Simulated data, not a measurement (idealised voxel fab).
The document below concerns the process module designated voxel gate over fins.
Displayed cross-section: cut, width of 230 nm, square cells sized 5 nm.
Cross-section layout: square cells on a grid; listed as bands, top to bottom; a band spans one or more cell rows. Each band's line starts with the height of the band's top and of its bottom, in nm. Then come its materials from left to right, each with its width in nm. One material with "throughout" fills the band from edge to edge. "empty" is empty space. We count height from 0. Below that, the starting wafer is all one material. The lowest band never ends at the bottom but goes on down; see "0 and below" for how that is written. A two-number width, for instance "30->40", indicates that the width is equal to the first number in the top row of the band and to the second number in the bottom row, and that it changes by a constant amount per row of cells. You'll sometimes find "nothing was modified" written for a step, and that's the way of saying that nowhere in the cross-section did a cell change during that step. The entry titled "Closed internal cavities" provides the empty spaces that have no open way to the top, restricted to those of 8 cells or more. Each is presented as width x height at distance, the distance being measured from the left edge, with all three in nm. That trailing text on a step's line, after the settings, is the simulator's own remark on the step. overlay nm, on a step with a mask: how far to the right of its planned place the mask lay; to the left if negative.

PROCESS STEPS (PLANNED)
- 1: RECEIVE | material Si
- 2: CONFORMAL_DEP | material SiN | thk nm 10
- 3: PATTERN | tone cover | mask id FINS | material resist | width nm 15 | pitch nm 40 | thk nm 15 | overlay nm 0
- 4: DIRECTIONAL_ETCH | etch materials SiN | depth nm 10
- 5: DIRECTIONAL_ETCH | etch materials Si | depth nm 35
- 6: STRIP | etch materials resist
- 7: FILL_DEP | material SiO2 | thk nm 5
- 8: CMP | height nm 10
- 9: SELECTIVE_ETCH | etch materials SiO2 | depth nm 20
- 10: STRIP | etch materials SiN
- 11: CONFORMAL_DEP | material HfO2 | thk nm 5
- 12: CONFORMAL_DEP | material TiN | thk nm 5
- 13: CONFORMAL_DEP | material TiAl | thk nm 5
- 14: CONFORMAL_DEP | material TiN | thk nm 5
- 15: FILL_DEP | material W | thk nm 15
- 16: CMP | height nm 30
- 17: CONFORMAL_DEP | material SiCN | thk nm 5

AS-RECEIVED WAFER CROSS-SECTION (AFTER STEP 1)
* 0 and below = Si throughout
* Closed internal cavities: none

RESULT OF THE MODULE, CROSS-SECTIONED: START PER ABOVE, PLAN PER ABOVE, ONE ERROR IN HOW IT WAS RUN
* 35 down to 30 = SiCN throughout
* 30 down to 20 = W throughout
* 20 down to 15 = W: 50  TiN: 135  W: 45
* 15 down to 10 = W: 50  TiN: 5  TiAl: 125  TiN: 5  W: 45
* 10 down to 5 = TiN: 55  TiAl: 5  TiN: 35  TiAl: 5  TiN: 35  TiAl: 5  TiN: 35  TiAl: 5  TiN: 50
* 5 down to 0 = TiAl: 60  TiN: 5  HfO2: 25  TiN: 5  TiAl: 5  TiN: 5  HfO2: 25  TiN: 5  TiAl: 5  TiN: 5  HfO2: 25  TiN: 5  TiAl: 55
* 0 down to -5 = TiN: 65  HfO2: 5  Si: 15  HfO2: 5  TiN: 15  HfO2: 5  Si: 15  HfO2: 5  TiN: 15  HfO2: 5  Si: 15  HfO2: 5  TiN: 60
* -5 down to -10 = HfO2: 70  Si: 15  HfO2: 25  Si: 15  HfO2: 25  Si: 15  HfO2: 65
* -10 down to -35 = SiO2: 70  Si: 15  SiO2: 25  Si: 15  SiO2: 25  Si: 15  SiO2: 65
* -35 and below = Si throughout
* Closed internal cavities: none
Run error: it should be noted that step 3 was executed with settings other than those planned, the operation and settings actually applied being PATTERN | tone cover | mask id FINS | material resist | width nm 15 | pitch nm 40 | thk nm 15 | overlay nm 5
